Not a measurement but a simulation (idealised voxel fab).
This is a process module. Its name is voxel wiring stack.
Pictured: cross-section cut, 205 nm wide, on a grid of 5 nm square cells.
For the purposes of this document, a cross-section shall be understood as a grid of square cells, specified as bands listed in top-to-bottom order, each band consisting of one or more rows of cells.
The band entry comprises the height of the band's top followed by the height of its bottom, expressed in nm, and subsequently the band's materials from left to right, each stated together with its width in nm. Where a single material is marked with the word "throughout", that material fills the band from edge to edge. The word "empty" represents empty space.
Heads up on the height convention: 0 is the point under which the incoming wafer is all one material, and the lowest band has no bottom, it just keeps going down, like "from 0 down".
Width: "30..40" (first number = top row, second number = bottom row, same change from row to row of cells).
Step marked "nothing altered"? Then no cell in the cross-section changed in it.
Heads up: "Voids, enclosed" only lists the empty pockets with no open path to the top that are 8 cells or more, and it writes them as width x height at distance, distance from the left edge, in nm.
It should be noted that, on the line of a given step, the content following the step's settings is a remark produced by the simulator itself with respect to that step.
overlay nm, on a step with a mask: how far to the right of its planned place the mask lay; to the left if negative
SET OUT BELOW ARE THE PLANNED STEPS OF THE PROCESS
step 1: RECEIVE (material Si)
step 2: CONFORMAL_DEP (material SiO2; thk nm 10)
step 3: DIRECTIONAL_DEP (material TiN; thk nm 5)
step 4: DIRECTIONAL_DEP (material W; thk nm 20)
step 5: DIRECTIONAL_DEP (material aC; thk nm 15)
step 6: PATTERN (tone cover; mask id METAL_1; material resist; width nm 30; pitch nm 50; thk nm 35; overlay nm 0)
step 7: DIRECTIONAL_ETCH (etch materials aC; depth nm 15)
step 8: STRIP (etch materials resist)
step 9: DIRECTIONAL_ETCH (etch materials W; depth nm 20)
step 10: DIRECTIONAL_ETCH (etch materials TiN; depth nm 5)
step 11: STRIP (etch materials aC)
step 12: FILL_DEP (material lowk; thk nm 5)
step 13: CMP (height nm 35)
step 14: CONFORMAL_DEP (material SiCN; thk nm 5)
step 15: DIRECTIONAL_DEP (material lowk; thk nm 25)
step 16: MASKED_ETCH (tone open; mask id METAL_2_HOLES; width nm 15; pitch nm 50; etch materials lowk; depth nm 25; overlay nm 0)
step 17: MASKED_ETCH (tone open; mask id METAL_2; width nm 30; pitch nm 50; etch materials lowk; depth nm 15; overlay nm 0)
step 18: MASKED_ETCH (tone open; mask id METAL_2; width nm 30; pitch nm 50; etch materials SiCN; depth nm 5; overlay nm 0)
step 19: CONFORMAL_DEP (material TiN; thk nm 5)
step 20: FILL_DEP (material Cu; thk nm 5)
step 21: CMP (height nm 65)
step 22: CONFORMAL_DEP (material SiN; thk nm 5)
CROSS-SECTION: WAFER ON ARRIVAL = AFTER STEP 1
* from 0 down  Si throughout
* Voids, enclosed: none
RESULT OF THE MODULE, CROSS-SECTIONED: START PER ABOVE, PLAN PER ABOVE, ONE ERROR IN HOW IT WAS RUN
* from 70 to 65  SiN throughout
* from 65 to 55  lowk 60 | TiN 5 | Cu 5 | TiN 5 | lowk 35 | TiN 5 | Cu 5 | TiN 5 | lowk 80
* from 55 to 50  lowk 60 | TiN 15 | lowk 35 | TiN 15 | lowk 80
* from 50 to 40  lowk throughout
* from 40 to 35  SiCN throughout
* from 35 to 15  lowk 60 | W 30 | lowk 20 | W 30 | lowk 65
* from 15 to 10  lowk 60 | TiN 30 | lowk 20 | TiN 30 | lowk 65
* from 10 to 0  SiO2 throughout
* from 0 down  Si throughout
* Voids, enclosed: none
Deviation from plan: the plan had its step 15 run twice
